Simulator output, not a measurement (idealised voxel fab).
voxel capacitor over wiring: a process module
We display cut, a cross-section 235 nm in width whose square cells are each 5 nm.
A cross-section is a grid of square cells, given in bands from the top down. A band is one or more rows of cells. Band: top and bottom heights (nm) first, top before bottom; then materials from left to right, widths in nm. "throughout" marks a sole material filling the band edge to edge. "blank" denotes empty space. Height 0 is the level under which the wafer as received is all one material. The lowest band goes on downwards, as in "top 0, no bottom". Width spec "30->40" -> top row of cells at first value, bottom row at second value, equal per-row change in between. Where the words "nothing different" appear for a step, the cross-section shows no cell changed by that step; every cell remained as before. Closed empty spaces (no open way to the top) of 8 cells or more are what "Closed internal cavities" lists, each as width x height at distance from the left edge, nm for all three. Anything after a step's settings on that line? It's the simulator's own note about the step. The line of a step may include "overlay nm". On a step with a mask, this value is how far to the right of its planned place the mask lay. A negative value means the mask lay to the left.

These are the steps we planned for the process:
- 1: RECEIVE [material Si]
- 2: CONFORMAL_DEP [material SiO2] [thk nm 10]
- 3: CONFORMAL_DEP [material SiCN] [thk nm 5]
- 4: DIRECTIONAL_DEP [material SiO2] [thk nm 15]
- 5: DIRECTIONAL_DEP [material aC] [thk nm 15]
- 6: PATTERN [tone open] [mask id METAL_1] [material resist] [width nm 20] [pitch nm 80] [thk nm 35] [overlay nm 0]
- 7: DIRECTIONAL_ETCH [etch materials aC] [depth nm 15]
- 8: STRIP [etch materials resist]
- 9: DIRECTIONAL_ETCH [etch materials SiO2] [depth nm 15]
- 10: DIRECTIONAL_ETCH [etch materials SiCN] [depth nm 5]
- 11: STRIP [etch materials aC]
- 12: CONFORMAL_DEP [material TiN] [thk nm 5]
- 13: FILL_DEP [material Cu] [thk nm 5]
- 14: CMP [height nm 30]
- 15: CONFORMAL_DEP [material SiCN] [thk nm 5]
- 16: DIRECTIONAL_DEP [material SiO2] [thk nm 15]
- 17: PATTERN [tone open] [mask id PLUG_1] [material resist] [width nm 15] [thk nm 15] [overlay nm 0]
- 18: DIRECTIONAL_ETCH [etch materials SiO2] [depth nm 15]
- 19: DIRECTIONAL_ETCH [etch materials SiCN] [depth nm 5]
- 20: STRIP [etch materials resist]
- 21: CONFORMAL_DEP [material TiN] [thk nm 5]
- 22: FILL_DEP [material W] [thk nm 10]
- 23: CMP [height nm 50]
- 24: DIRECTIONAL_DEP [material TiN] [thk nm 10]
- 25: DIRECTIONAL_DEP [material HfO2] [thk nm 5]
- 26: DIRECTIONAL_DEP [material TiN] [thk nm 5]
- 27: PATTERN [tone cover] [mask id UPPER_PLATE] [material resist] [width nm 65] [thk nm 20] [overlay nm 0]
- 28: DIRECTIONAL_ETCH [etch materials TiN] [depth nm 5]
- 29: DIRECTIONAL_ETCH [etch materials HfO2] [depth nm 5]
- 30: STRIP [etch materials resist]
- 31: PATTERN [tone cover] [mask id LOWER_PLATE] [material resist] [width nm 75] [thk nm 20] [overlay nm 0]
- 32: DIRECTIONAL_ETCH [etch materials TiN] [depth nm 10]
- 33: STRIP [etch materials resist]
- 34: FILL_DEP [material SiO2] [thk nm 20]
- 35: CMP [height nm 85]
- 36: PATTERN [tone open] [mask id PLUG_2] [material resist] [width nm 15] [thk nm 15] [overlay nm 0]
- 37: DIRECTIONAL_ETCH [etch materials SiO2] [depth nm 15]
- 38: STRIP [etch materials resist]
- 39: CONFORMAL_DEP [material TiN] [thk nm 5]
- 40: FILL_DEP [material W] [thk nm 10]
- 41: CMP [height nm 85]
- 42: CONFORMAL_DEP [material SiN] [thk nm 5]

This is the cross-section of the wafer as we received it, i.e. after step 1:
    top 0, no bottom  Si throughout
    Closed internal cavities: none

Module complete - cross-section of the first of two wafers, run according to plan:
    top 90, bottom 85  SiN throughout
    top 85, bottom 75  SiO2 80 nm | TiN 5 nm | W 5 nm | TiN 5 nm | SiO2 140 nm
    top 75, bottom 65  SiO2 80->70 nm | TiN 15->65 nm | SiO2 140->100 nm
    top 65, bottom 60  SiO2 70 nm | HfO2 65 nm | SiO2 100 nm
    top 60, bottom 50  SiO2 65 nm | TiN 75 nm | SiO2 95 nm
    top 50, bottom 35  SiO2 70 nm | TiN 5 nm | W 5 nm | TiN 5 nm | SiO2 150 nm
    top 35, bottom 30  SiCN 70 nm | TiN 15 nm | SiCN 150 nm
    top 30, bottom 15  SiO2 65 nm | TiN 5 nm | Cu 10 nm | TiN 5 nm | SiO2 60 nm | TiN 5 nm | Cu 10 nm | TiN 5 nm | SiO2 70 nm
    top 15, bottom 10  SiCN 65 nm | TiN 20 nm | SiCN 60 nm | TiN 20 nm | SiCN 70 nm
    top 10, bottom 0  SiO2 throughout
    top 0, no bottom  Si throughout
    Closed internal cavities: none

Here's the second of our two wafers sectioned at module end. Same start as the first, same plan, but one mistake got made running it:
    top 90, bottom 85  SiN throughout
    top 85, bottom 75  SiO2 80 nm | TiN 5 nm | W 5 nm | TiN 5 nm | SiO2 140 nm
    top 75, bottom 65  SiO2 80->70 nm | TiN 15->65 nm | SiO2 140->100 nm
    top 65, bottom 60  SiO2 70 nm | HfO2 65 nm | SiO2 100 nm
    top 60, bottom 50  SiO2 65 nm | TiN 75 nm | SiO2 95 nm
    top 50, bottom 35  SiO2 70 nm | TiN 5 nm | W 5 nm | TiN 5 nm | SiO2 150 nm
    top 35, bottom 30  SiCN 70 nm | TiN 15 nm | SiCN 150 nm
    top 30, bottom 15  Cu 60 nm | TiN 5 nm | SiO2 20 nm | TiN 5 nm | Cu 50 nm | TiN 5 nm | SiO2 20 nm | TiN 5 nm | Cu 65 nm
    top 15, bottom 10  TiN 65 nm | SiCN 20 nm | TiN 60 nm | SiCN 20 nm | TiN 70 nm
    top 10, bottom 0  SiO2 throughout
    top 0, no bottom  Si throughout
    Closed internal cavities: none
Plan not followed: step 6: run off-plan, actual operation and settings PATTERN [tone cover] [mask id METAL_1] [material resist] [width nm 20] [pitch nm 80] [thk nm 35] [overlay nm 0]
Per the end-of-run cell counts, the second wafer holds more or fewer of some materials than the first: 93 more of Cu | 31 fewer of SiCN | 93 fewer of SiO2 | 31 more of TiN
